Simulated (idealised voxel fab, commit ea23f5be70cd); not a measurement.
You're looking at the process module voxel wiring stack.
Pictured: cross-section cut, 160 nm wide, on a grid of 5 nm square cells.
We lay out every cross-section as a grid of square cells and spell it out in bands from the top down, where one band means one or more rows of cells. This entry defines a band. It first specifies the height of the band's top and the height of its bottom in nm, and then specifies the band's materials from left to right, stating each material with its width in nm. The word "throughout" identifies a single material that fills the band from edge to edge, while the word "empty" identifies empty space. Heights are measured from 0, the level below which the as-received wafer is all one material; the lowest band has no bottom and continues downward, written as in "from 0 down". Read "30->40" as a graded width: first number on top, second number at the bottom, same change between each pair of neighbouring rows. For the purposes of this document, the phrase "no change" attached to a step denotes that no cell within the cross-section was modified by that step. The list in "Trapped cavities" covers empty spaces of 8 cells or more that cannot reach the top through any open way, and it gives each as width x height at distance; the distance is from the left edge, and width, height and distance are in nm. On each step's line, the part that comes after the settings is the simulator's own comment on the step. What "overlay nm" on a step's line means: if the step has a mask, that mask lay this far to the right of its planned place, or, when the value is negative, to the left.
The process steps that were planned are listed below:
| 1 | RECEIVE (material Si) |
| 2 | CONFORMAL_DEP (material SiO2; thk nm 15) |
| 3 | CONFORMAL_DEP (material SiN; thk nm 5) |
| 4 | DIRECTIONAL_DEP (material SiO2; thk nm 25) |
| 5 | PATTERN (tone open; mask id METAL_1; material resist; width nm 25; pitch nm 45; thk nm 15; overlay nm 0) |
| 6 | DIRECTIONAL_ETCH (etch materials SiO2; depth nm 25) |
| 7 | DIRECTIONAL_ETCH (etch materials SiN; depth nm 5) |
| 8 | STRIP (etch materials resist) |
| 9 | CONFORMAL_DEP (material TiN; thk nm 5) |
| 10 | FILL_DEP (material Ru; thk nm 10) |
| 11 | CMP (height nm 45) |
| 12 | CONFORMAL_DEP (material SiCN; thk nm 5) |
| 13 | DIRECTIONAL_DEP (material SiO2; thk nm 30) |
| 14 | MASKED_ETCH (tone open; mask id METAL_2; width nm 25; pitch nm 45; etch materials SiO2; depth nm 20; overlay nm 0) |
| 15 | PATTERN (tone open; mask id METAL_2_HOLES; material resist; width nm 15; thk nm 20; overlay nm 0) |
| 16 | DIRECTIONAL_ETCH (etch materials SiO2; depth nm 10) |
| 17 | DIRECTIONAL_ETCH (etch materials SiCN; depth nm 5) |
| 18 | STRIP (etch materials resist) |
| 19 | CONFORMAL_DEP (material TiN; thk nm 5) |
| 20 | FILL_DEP (material Cu; thk nm 10) |
| 21 | CMP (height nm 80) |
| 22 | CONFORMAL_DEP (material SiCN; thk nm 5) |
| 23 | DIRECTIONAL_DEP (material lowk; thk nm 10) |
| 24 | MASKED_ETCH (tone open; mask id PLUG_2; width nm 15; etch materials lowk; depth nm 10; overlay nm 0) |
| 25 | MASKED_ETCH (tone open; mask id PLUG_2; width nm 15; etch materials SiCN; depth nm 5; overlay nm 0) |
| 26 | CONFORMAL_DEP (material TiN; thk nm 5) |
| 27 | FILL_DEP (material Cu; thk nm 5) |
| 28 | CMP (height nm 95) |
| 29 | CONFORMAL_DEP (material SiCN; thk nm 5) |
| 30 | DIRECTIONAL_DEP (material SiO2; thk nm 20) |
| 31 | MASKED_ETCH (tone open; mask id METAL_3; width nm 25; pitch nm 45; etch materials SiO2; depth nm 20; overlay nm 0) |
| 32 | MASKED_ETCH (tone open; mask id METAL_3; width nm 25; pitch nm 45; etch materials SiCN; depth nm 5; overlay nm 0) |
| 33 | CONFORMAL_DEP (material TiN; thk nm 5) |
| 34 | FILL_DEP (material Cu; thk nm 5) |
| 35 | CMP (height nm 120) |
| 36 | CONFORMAL_DEP (material SiCN; thk nm 5) |
The cross-section here shows the wafer as received, i.e. in its state after step 1:
> from 0 down: Si throughout
> Trapped cavities: none
First of two wafers, end-of-module section, run followed plan:
> from 125 to 120: SiCN throughout
> from 120 to 100: SiO2=45, then TiN=5, then Cu=15, then TiN=5, then SiO2=20, then TiN=5, then Cu=15, then TiN=5, then SiO2=45
> from 100 to 95: SiCN=45, then TiN=25, then SiCN=20, then TiN=25, then SiCN=45
> from 95 to 85: lowk=45, then TiN=5, then Cu=5, then TiN=5, then lowk=100
> from 85 to 80: SiCN=45, then TiN=15, then SiCN=100
> from 80 to 65: SiO2=45, then TiN=5, then Cu=15, then TiN=5, then SiO2=20, then TiN=5, then Cu=15, then TiN=5, then SiO2=45
> from 65 to 60: SiO2=45, then TiN=5, then Cu=5, then TiN=15, then SiO2=20, then TiN=25, then SiO2=45
> from 60 to 50: SiO2=45, then TiN=5, then Cu=5, then TiN=5, then SiO2=100
> from 50 to 45: SiCN=45, then TiN=15, then SiCN=100
> from 45 to 20: SiO2=45, then TiN=5, then Ru=15, then TiN=5, then SiO2=20, then TiN=5, then Ru=15, then TiN=5, then SiO2=45
> from 20 to 15: SiN=45, then TiN=25, then SiN=20, then TiN=25, then SiN=45
> from 15 to 0: SiO2 throughout
> from 0 down: Si throughout
> Trapped cavities: none
Wafer two (of two), end-of-module cross-section: start = wafer one, plan = wafer one, one run mistake:
> from 125 to 120: SiCN throughout
> from 120 to 115: SiCN=45, then TiN=25, then SiCN=20, then TiN=25, then SiCN=45
> from 115 to 95: SiO2 throughout
> from 95 to 85: lowk=45, then TiN=5, then Cu=5, then TiN=5, then lowk=100
> from 85 to 80: SiCN=45, then TiN=15, then SiCN=100
> from 80 to 65: SiO2=45, then TiN=5, then Cu=15, then TiN=5, then SiO2=20, then TiN=5, then Cu=15, then TiN=5, then SiO2=45
> from 65 to 60: SiO2=45, then TiN=5, then Cu=5, then TiN=15, then SiO2=20, then TiN=25, then SiO2=45
> from 60 to 50: SiO2=45, then TiN=5, then Cu=5, then TiN=5, then SiO2=100
> from 50 to 45: SiCN=45, then TiN=15, then SiCN=100
> from 45 to 20: SiO2=45, then TiN=5, then Ru=15, then TiN=5, then SiO2=20, then TiN=5, then Ru=15, then TiN=5, then SiO2=45
> from 20 to 15: SiN=45, then TiN=25, then SiN=20, then TiN=25, then SiN=45
> from 15 to 0: SiO2 throughout
> from 0 down: Si throughout
> Trapped cavities: none
Processing error: transposition of steps 29 and 30 relative to the planned sequence
Final comparison by cell count, materials where the second wafer has more or fewer than the first: -24 Cu | +40 SiO2 | -16 TiN
